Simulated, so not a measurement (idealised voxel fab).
Documented hereafter: the process module known as voxel transistor to metal.
Shown is cross-section cut, with a width of 170 nm and square cells of size 5 nm.
In what follows, cross-sections appear as grids of square cells, described through bands that run from the top down, where every band is one or more rows of cells. Look at the band entry: it leads with the top's height and the bottom's height in nm. Then it lists the materials left to right, with a width in nm for each. The word "full width" on a single material says that material fills the band edge to edge. The word "air" is empty space. Beneath 0, the wafer as received is one material, and that level is where height counting begins. The lowest band goes on downward without a bottom; it is written like "top 0, no bottom". Quick explanation for "30->40": the width changes in equal steps down the rows of cells, from the first number in the band's top row to the second number in its bottom row. When a step is marked "nothing different", none of the cells in the cross-section changed during that step. "Voids, enclosed": empty spaces of 8 cells or more with no open way to the top, each given as width x height at distance, distance from the left edge, all in nm. Step line, after settings: the simulator's comment on this step. "overlay nm" answers the question of how far to the right of plan the mask lay on a step that has a mask, and when it is negative the answer is to the left.

[Planned process steps]
step 1: RECEIVE [material Si]
step 2: OXIDIZE [depth nm 5]
step 3: CONFORMAL_DEP [material SiN] [thk nm 10]
step 4: DIRECTIONAL_DEP [material aC] [thk nm 10]
step 5: PATTERN [tone cover] [mask id ACTIVE] [material resist] [width nm 105] [thk nm 25] [overlay nm 0]
step 6: DIRECTIONAL_ETCH [etch materials aC] [depth nm 10]
step 7: STRIP [etch materials resist]
step 8: DIRECTIONAL_ETCH [etch materials SiN] [depth nm 10]
step 9: DIRECTIONAL_ETCH [etch materials SiO2] [depth nm 5]
step 10: DIRECTIONAL_ETCH [etch materials Si] [depth nm 30]
step 11: STRIP [etch materials aC]
step 12: FILL_DEP [material SiO2] [thk nm 10]
step 13: CMP [height nm 10]
step 14: SELECTIVE_ETCH [etch materials SiO2] [depth nm 10]
step 15: STRIP [etch materials SiN]
step 16: SELECTIVE_ETCH [etch materials SiO2] [depth nm 5]
step 17: OXIDIZE [depth nm 5]
step 18: DIRECTIONAL_DEP [material polySi] [thk nm 30]
step 19: DIRECTIONAL_DEP [material SiCN] [thk nm 15]
step 20: DIRECTIONAL_DEP [material aC] [thk nm 10]
step 21: PATTERN [tone cover] [mask id GATE] [material resist] [width nm 25] [thk nm 25] [overlay nm 0]
step 22: DIRECTIONAL_ETCH [etch materials aC] [depth nm 10]
step 23: STRIP [etch materials resist]
step 24: DIRECTIONAL_ETCH [etch materials SiCN] [depth nm 25]
step 25: DIRECTIONAL_ETCH [etch materials polySi] [depth nm 40]
step 26: STRIP [etch materials aC]
step 27: CONFORMAL_DEP [material SiN] [thk nm 10]
step 28: DIRECTIONAL_ETCH [etch materials SiN] [depth nm 10]
step 29: DIRECTIONAL_ETCH [etch materials SiO2] [depth nm 5]
step 30: DIRECTIONAL_ETCH [etch materials Si] [depth nm 5]
step 31: EPI [material nSi] [thk nm 5]
step 32: FILL_DEP [material SiO2] [thk nm 5]
step 33: CMP [height nm 25]
step 34: STRIP [etch materials polySi]
step 35: SELECTIVE_ETCH [etch materials SiO2] [depth nm 5]
step 36: CONFORMAL_DEP [material HfO2] [thk nm 5]
step 37: CONFORMAL_DEP [material TiN] [thk nm 5]
step 38: FILL_DEP [material W] [thk nm 5]
step 39: CMP [height nm 20]
step 40: DIRECTIONAL_DEP [material SiO2] [thk nm 10]
step 41: MASKED_ETCH [tone open] [mask id CONTACT] [width nm 20] [pitch nm 75] [etch materials SiO2] [depth nm 40] [overlay nm 0]
step 42: CONFORMAL_DEP [material TiN] [thk nm 5]
step 43: FILL_DEP [material Ru] [thk nm 10]
step 44: CMP [height nm 30]
step 45: CONFORMAL_DEP [material SiCN] [thk nm 5]
step 46: DIRECTIONAL_DEP [material SiO2] [thk nm 25]
step 47: DIRECTIONAL_DEP [material aC] [thk nm 10]
step 48: PATTERN [tone open] [mask id METAL_1] [material resist] [width nm 20] [pitch nm 75] [thk nm 30] [overlay nm 0]
step 49: DIRECTIONAL_ETCH [etch materials aC] [depth nm 10]
step 50: STRIP [etch materials resist]
step 51: DIRECTIONAL_ETCH [etch materials SiO2] [depth nm 25]
step 52: DIRECTIONAL_ETCH [etch materials SiCN] [depth nm 5]
step 53: STRIP [etch materials aC]
step 54: CONFORMAL_DEP [material TiN] [thk nm 5]
step 55: FILL_DEP [material Cu] [thk nm 5]
step 56: CMP [height nm 60]
step 57: CONFORMAL_DEP [material SiN] [thk nm 5]
Across this set of wafers, the varied parameter is the thk nm of step 36. Starting conditions are identical for every wafer, and the plan reports the value assigned to the first wafer.

[First of several wafers, received after step 1, in cross-section]
top 0, no bottom | Si full width
Voids, enclosed: none

[Every row in this table is a wafer at the end of the module, and it gives, for each of the materials, the cells that wafer has gained (+) or lost (-) since it was received, then its closed voids]
thk nm 5 | +20 Cu | +17 HfO2 | +28 Ru | -145 Si | +26 SiCN | +54 SiN | +349 SiO2 | +75 TiN | +4 W | +14 nSi | Voids, enclosed: none
thk nm 10 | +20 Cu | +28 HfO2 | +28 Ru | -145 Si | +26 SiCN | +54 SiN | +349 SiO2 | +68 TiN | +14 nSi | Voids, enclosed: none
thk nm 15 | +20 Cu | +32 HfO2 | +28 Ru | -145 Si | +26 SiCN | +54 SiN | +349 SiO2 | +64 TiN | +14 nSi | Voids, enclosed: none
thk nm 20 | +20 Cu | +32 HfO2 | +28 Ru | -145 Si | +26 SiCN | +54 SiN | +349 SiO2 | +64 TiN | +14 nSi | Voids, enclosed: none
